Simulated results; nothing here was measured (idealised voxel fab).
The process module presented herein is designated voxel ribs on slabs.
Section shown: cut. Width: 295 nm. Cell size: 5 nm, square.
Cross-section spec: square-cell grid; bands listed top down; each band is one or more rows. Read a band's entry like this: the first values are the height of its top and the height of its bottom in nm, and what follows is the sequence of materials from left to right, each with its width in nm. Note that "empty" is empty space, and that a single material marked "all across" reaches across the band from edge to edge. Zero point of the height axis is 0; under it, received wafer = one material. Lowest band: continues down indefinitely, "0 nm and below". So if you see something like "30..40" for the width, read it as the top row of the band sitting at the first number and the bottom row at the second, with every row in between moving by the same amount as the last. For the purposes of this document, the phrase "remained unchanged" attached to a step denotes that no cell within the cross-section was modified by that step. Each empty space that has no open way to the top and spans at least 8 cells appears under "Fully closed voids" as width x height at distance, the distance counted from the left edge, all in nm. Step line, after settings: the simulator's comment on this step. A step line may carry the setting "overlay nm", which, for steps involving a mask, states the distance by which the mask lay to the right of its intended position; negative values denote displacement to the left.
Process steps (planned)
1,RECEIVE: material Si
2,DIRECTIONAL_DEP: material SiO2, thk nm 25
3,DIRECTIONAL_DEP: material SiN, thk nm 25
4,PATTERN: tone cover, mask id RIB, material resist, width nm 25, thk nm 20, overlay nm 0
5,DIRECTIONAL_ETCH: etch materials SiN, depth nm 15
6,STRIP: etch materials resist
7,MASKED_ETCH: tone cover, mask id SLAB, width nm 85, etch materials SiN, depth nm 10, overlay nm 0
8,FILL_DEP: material SiO2, thk nm 25
9,CMP: height nm 65
10,DIRECTIONAL_DEP: material TiN, thk nm 5
11,PATTERN: tone cover, mask id HEATER, material resist, width nm 35, thk nm 15, overlay nm 0
12,DIRECTIONAL_ETCH: etch materials TiN, depth nm 5
13,STRIP: etch materials resist
14,CONFORMAL_DEP: material SiN, thk nm 5
Cross-section of the wafer upon arrival, representing the state reached after step 1
    0 nm and below  Si all across
    Fully closed voids: none
Starting wafer: above. Plan: above. Run: one mistake. Cross-section after the module: below
    70 nm to 65 nm  empty (130) | TiN (35) | empty (130)
    65 nm to 50 nm  SiO2 all across
    50 nm to 35 nm  SiO2 (135) | SiN (25) | SiO2 (135)
    35 nm to 25 nm  SiO2 (105) | SiN (85) | SiO2 (105)
    25 nm to 0 nm  SiO2 all across
    0 nm and below  Si all across
    Fully closed voids: none
Where did the run depart from the plan? step 14 of the plan was jumped over and never run
